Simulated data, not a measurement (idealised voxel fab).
process module | voxel gate over fins
cross-section cut | 285 nm wide | cells 5 nm
A cross-section is a grid of square cells, given in bands from the top down. A band is one or more rows of cells.
Each band's line starts with the height of the band's top and of its bottom, in nm. Then come its materials from left to right, each with its width in nm. One material with "throughout" fills the band from edge to edge. "air" is empty space.
Height 0 is the level under which the wafer as received is all one material. The lowest band goes on downwards, as in "0 down".
A width such as "30 to 40" changes by the same amount from each row of cells to the next, from the band's top row to its bottom row.
"no change" after a step means that no cell of the cross-section changed.
closed voids: empty space of 8 cells or more with no open way to the top, each as width x height at its distance from the left edge, in nm
after a step's settings: what the simulator itself notes on the step
overlay nm, on a step with a mask: how far to the right of its planned place the mask lay; to the left if negative
plan
1 op RECEIVE | material Si
2 op CONFORMAL_DEP | material SiN | thk nm 5
3 op DIRECTIONAL_DEP | material aC | thk nm 15
4 op PATTERN | tone cover | mask id FINS | material resist | width nm 15 | pitch nm 50 | thk nm 30 | overlay nm 0
5 op DIRECTIONAL_ETCH | etch materials aC | depth nm 15
6 op STRIP | etch materials resist
7 op DIRECTIONAL_ETCH | etch materials SiN | depth nm 5
8 op DIRECTIONAL_ETCH | etch materials Si | depth nm 40
9 op STRIP | etch materials aC
10 op FILL_DEP | material SiO2 | thk nm 10
11 op CMP | height nm 5
12 op DIRECTIONAL_DEP | material aC | thk nm 15
13 op PATTERN | tone open | mask id RAIL | material resist | width nm 15 | thk nm 35 | overlay nm 0
14 op DIRECTIONAL_ETCH | etch materials aC | depth nm 15
15 op STRIP | etch materials resist
16 op DIRECTIONAL_ETCH | etch materials SiO2 | depth nm 40
17 op STRIP | etch materials aC
18 op CONFORMAL_DEP | material TiN | thk nm 5
19 op FILL_DEP | material W | thk nm 5
20 op CMP | height nm 5
21 op SELECTIVE_ETCH | etch materials W Ru TiN | depth nm 20
22 op FILL_DEP | material SiO2 | thk nm 5
23 op CMP | height nm 5
24 op SELECTIVE_ETCH | etch materials SiO2 | depth nm 15
25 op STRIP | etch materials SiN
26 op CONFORMAL_DEP | material HfO2 | thk nm 5
27 op CONFORMAL_DEP | material TiN | thk nm 5
28 op CONFORMAL_DEP | material TiAl | thk nm 5
29 op CONFORMAL_DEP | material TiN | thk nm 5
30 op FILL_DEP | material W | thk nm 10
31 op CMP | height nm 25
32 op CONFORMAL_DEP | material SiN | thk nm 10
as received, after step 1
  0 down: Si throughout
  closed voids: none
a wafer at the end: this start, this plan, one mistake
  35 to 25: SiN throughout
  25 to 20: HfO2 throughout
  20 to 15: HfO2 65 | TiN 155 | HfO2 65
  15 to 10: HfO2 65 | TiN 5 | TiAl 45 | TiN 5 | TiAl 45 | TiN 5 | TiAl 45 | TiN 5 | HfO2 65
  10 to 5: TiN 70 | TiAl 5 | TiN 35 | TiAl 5 | TiN 5 | TiAl 5 | TiN 35 | TiAl 5 | TiN 5 | TiAl 5 | TiN 35 | TiAl 5 | TiN 70
  5 to 0: TiAl 75 | TiN 5 | HfO2 25 | TiN 5 | TiAl 15 | TiN 5 | HfO2 25 | TiN 5 | TiAl 15 | TiN 5 | HfO2 25 | TiN 5 | TiAl 75
  0 to -5: TiN 80 | HfO2 5 | Si 15 | HfO2 5 | TiN 25 | HfO2 5 | Si 15 | HfO2 5 | TiN 25 | HfO2 5 | Si 15 | HfO2 5 | TiN 80
  -5 to -10: HfO2 85 | Si 15 | HfO2 35 | Si 15 | HfO2 35 | Si 15 | HfO2 85
  -10 to -15: SiO2 85 | Si 15 | SiO2 35 | Si 15 | SiO2 35 | Si 15 | SiO2 85
  -15 to -30: SiO2 85 | Si 15 | SiO2 10 | TiN 5 | W 5 | TiN 5 | SiO2 10 | Si 15 | SiO2 35 | Si 15 | SiO2 85
  -30 to -35: SiO2 85 | Si 15 | SiO2 10 | TiN 15 | SiO2 10 | Si 15 | SiO2 35 | Si 15 | SiO2 85
  -35 to -40: SiO2 85 | Si 15 | SiO2 35 | Si 15 | SiO2 35 | Si 15 | SiO2 85
  -40 down: Si throughout
  closed voids: none
what went wrong: step 30 ran as: op FILL_DEP | material HfO2 | thk nm 10
